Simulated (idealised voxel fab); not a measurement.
process module | voxel transistor to metal
cross-section cut | 175 nm wide | cells 5 nm
A cross-section is a grid of square cells, given in bands from the top down. A band is one or more rows of cells.
Each band's line starts with the height of the band's top and of its bottom, in nm. Then come its materials from left to right, each with its width in nm. One material with "throughout" fills the band from edge to edge. "air" is empty space.
Height 0 is the level under which the wafer as received is all one material. The lowest band goes on downwards, as in "0 down".
A width such as "30 to 40" changes by the same amount from each row of cells to the next, from the band's top row to its bottom row.
"no change" after a step means that no cell of the cross-section changed.
closed voids: empty space of 8 cells or more with no open way to the top, each as width x height at its distance from the left edge, in nm
after a step's settings: what the simulator itself notes on the step
overlay nm, on a step with a mask: how far to the right of its planned place the mask lay; to the left if negative
plan
1 op RECEIVE | material Si
2 op CONFORMAL_DEP | material SiO2 | thk nm 5
3 op CONFORMAL_DEP | material SiN | thk nm 10
4 op DIRECTIONAL_DEP | material aC | thk nm 15
5 op PATTERN | tone cover | mask id ACTIVE | material resist | width nm 115 | thk nm 35 | overlay nm 0
6 op DIRECTIONAL_ETCH | etch materials aC | depth nm 15
7 op STRIP | etch materials resist
8 op DIRECTIONAL_ETCH | etch materials SiN | depth nm 10
9 op DIRECTIONAL_ETCH | etch materials SiO2 | depth nm 5
10 op DIRECTIONAL_ETCH | etch materials Si | depth nm 35
11 op STRIP | etch materials aC
12 op OXIDIZE | depth nm 5
13 op FILL_DEP | material SiO2 | thk nm 10
14 op CMP | height nm 15
15 op SELECTIVE_ETCH | etch materials SiO2 | depth nm 5
16 op STRIP | etch materials SiN
17 op SELECTIVE_ETCH | etch materials SiO2 | depth nm 5
18 op OXIDIZE | depth nm 5
19 op DIRECTIONAL_DEP | material polySi | thk nm 30
20 op DIRECTIONAL_DEP | material SiCN | thk nm 10
21 op DIRECTIONAL_DEP | material aC | thk nm 15
22 op PATTERN | tone cover | mask id GATE | material resist | width nm 25 | thk nm 30 | overlay nm 0
23 op DIRECTIONAL_ETCH | etch materials aC | depth nm 15
24 op STRIP | etch materials resist
25 op DIRECTIONAL_ETCH | etch materials SiCN | depth nm 20
26 op DIRECTIONAL_ETCH | etch materials polySi | depth nm 40
27 op STRIP | etch materials aC
28 op CONFORMAL_DEP | material SiN | thk nm 10
29 op DIRECTIONAL_ETCH | etch materials SiN | depth nm 10
30 op DIRECTIONAL_ETCH | etch materials SiO2 | depth nm 5
31 op DIRECTIONAL_ETCH | etch materials Si | depth nm 5
32 op EPI | material pSi | thk nm 5
33 op FILL_DEP | material SiO2 | thk nm 5
34 op CMP | height nm 30
35 op STRIP | etch materials polySi
36 op SELECTIVE_ETCH | etch materials SiO2 | depth nm 5
37 op CONFORMAL_DEP | material HfO2 | thk nm 5
38 op CONFORMAL_DEP | material TiN | thk nm 5
39 op FILL_DEP | material W | thk nm 10
40 op CMP | height nm 25
41 op DIRECTIONAL_DEP | material SiO2 | thk nm 15
42 op DIRECTIONAL_DEP | material aC | thk nm 15
43 op PATTERN | tone open | mask id CONTACT | material resist | width nm 15 | pitch nm 80 | thk nm 35 | overlay nm 0
44 op DIRECTIONAL_ETCH | etch materials aC | depth nm 15
45 op STRIP | etch materials resist
46 op DIRECTIONAL_ETCH | etch materials SiO2 | depth nm 45
47 op STRIP | etch materials aC
48 op CONFORMAL_DEP | material TiN | thk nm 5
49 op FILL_DEP | material Ru | thk nm 10
50 op CMP | height nm 40
51 op DIRECTIONAL_DEP | material TiN | thk nm 5
52 op DIRECTIONAL_DEP | material W | thk nm 15
53 op MASKED_ETCH | tone cover | mask id METAL_1 | width nm 15 | pitch nm 80 | etch materials W | depth nm 15 | overlay nm 0
54 op MASKED_ETCH | tone cover | mask id METAL_1 | width nm 15 | pitch nm 80 | etch materials TiN | depth nm 5 | overlay nm -15
55 op CONFORMAL_DEP | material SiN | thk nm 5
56 op FILL_DEP | material SiO2 | thk nm 10
57 op CMP | height nm 60
58 op CONFORMAL_DEP | material SiCN | thk nm 5
varied across the wafers: overlay nm of step 54. The plan shows the first wafer's value. All wafers start alike
first wafer as received, after step 1
  0 down: Si throughout
  closed voids: none
first wafer at the end, after step 58
  65 to 60: SiCN throughout
  60 to 50: SiO2 35 | SiN 5 | W 15 | SiN 5 | SiO2 55 | SiN 5 | W 15 | SiN 5 | SiO2 35
  50 to 45: SiO2 20 | SiN 20 | W 15 | SiN 5 | SiO2 40 | SiN 20 | W 15 | SiN 5 | SiO2 35
  45 to 40: SiN 25 | TiN 30 | SiN 50 | TiN 30 | SiN 40
  40 to 25: SiO2 40 | TiN 5 | Ru 5 | TiN 5 | SiO2 65 | TiN 5 | Ru 5 | TiN 5 | SiO2 40
  25 to 5: SiO2 40 | TiN 5 | Ru 5 | TiN 5 | SiO2 10 | SiN 10 | HfO2 5 | TiN 5 | W 5 | TiN 5 | HfO2 5 | SiN 10 | SiO2 10 | TiN 5 | Ru 5 | TiN 5 | SiO2 40
  5 to 0: SiO2 25 | SiN 10 | SiO2 5 | TiN 5 | Ru 5 | TiN 5 | SiO2 10 | SiN 10 | HfO2 5 | TiN 15 | HfO2 5 | SiN 10 | SiO2 10 | TiN 5 | Ru 5 | TiN 5 | SiO2 5 | SiN 10 | SiO2 25
  0 to -5: SiO2 40 | TiN 15 | SiO2 5 | pSi 5 | SiO2 5 | HfO2 35 | SiO2 5 | pSi 5 | SiO2 5 | TiN 15 | SiO2 40
  -5 to -10: SiO2 35 | pSi 30 | Si 45 | pSi 30 | SiO2 35
  -10 to -40: SiO2 35 | Si 105 | SiO2 35
  -40 down: Si throughout
  closed voids: none
last wafer at the end
  65 to 60: SiCN throughout
  60 to 50: SiO2 35 | SiN 5 | W 15 | SiN 5 | SiO2 55 | SiN 5 | W 15 | SiN 5 | SiO2 35
  50 to 45: SiO2 35 | SiN 5 | W 15 | SiN 20 | SiO2 40 | SiN 5 | W 15 | SiN 20 | SiO2 20
  45 to 40: SiN 40 | TiN 30 | SiN 50 | TiN 30 | SiN 25
  40 to 25: SiO2 40 | TiN 5 | Ru 5 | TiN 5 | SiO2 65 | TiN 5 | Ru 5 | TiN 5 | SiO2 40
  25 to 5: SiO2 40 | TiN 5 | Ru 5 | TiN 5 | SiO2 10 | SiN 10 | HfO2 5 | TiN 5 | W 5 | TiN 5 | HfO2 5 | SiN 10 | SiO2 10 | TiN 5 | Ru 5 | TiN 5 | SiO2 40
  5 to 0: SiO2 25 | SiN 10 | SiO2 5 | TiN 5 | Ru 5 | TiN 5 | SiO2 10 | SiN 10 | HfO2 5 | TiN 15 | HfO2 5 | SiN 10 | SiO2 10 | TiN 5 | Ru 5 | TiN 5 | SiO2 5 | SiN 10 | SiO2 25
  0 to -5: SiO2 40 | TiN 15 | SiO2 5 | pSi 5 | SiO2 5 | HfO2 35 | SiO2 5 | pSi 5 | SiO2 5 | TiN 15 | SiO2 40
  -5 to -10: SiO2 35 | pSi 30 | Si 45 | pSi 30 | SiO2 35
  -10 to -40: SiO2 35 | Si 105 | SiO2 35
  -40 down: Si throughout
  closed voids: none
each wafer at the end: cells of each material gained (+) or lost (-) since it was received, then its closed voids
overlay nm -15 | +17 HfO2 | +16 Ru | -145 Si | +35 SiCN | +65 SiN | +370 SiO2 | +61 TiN | +22 W | +14 pSi | closed voids: none
overlay nm -10 | +17 HfO2 | +16 Ru | -145 Si | +35 SiCN | +65 SiN | +372 SiO2 | +59 TiN | +22 W | +14 pSi | closed voids: none
overlay nm -5 | +17 HfO2 | +16 Ru | -145 Si | +35 SiCN | +65 SiN | +374 SiO2 | +57 TiN | +22 W | +14 pSi | closed voids: none
overlay nm 0 | +17 HfO2 | +16 Ru | -145 Si | +35 SiCN | +65 SiN | +376 SiO2 | +55 TiN | +22 W | +14 pSi | closed voids: none
overlay nm 5 | +17 HfO2 | +16 Ru | -145 Si | +35 SiCN | +65 SiN | +374 SiO2 | +57 TiN | +22 W | +14 pSi | closed voids: none
overlay nm 10 | +17 HfO2 | +16 Ru | -145 Si | +35 SiCN | +65 SiN | +372 SiO2 | +59 TiN | +22 W | +14 pSi | closed voids: none
overlay nm 15 | +17 HfO2 | +16 Ru | -145 Si | +35 SiCN | +65 SiN | +370 SiO2 | +61 TiN | +22 W | +14 pSi | closed voids: none
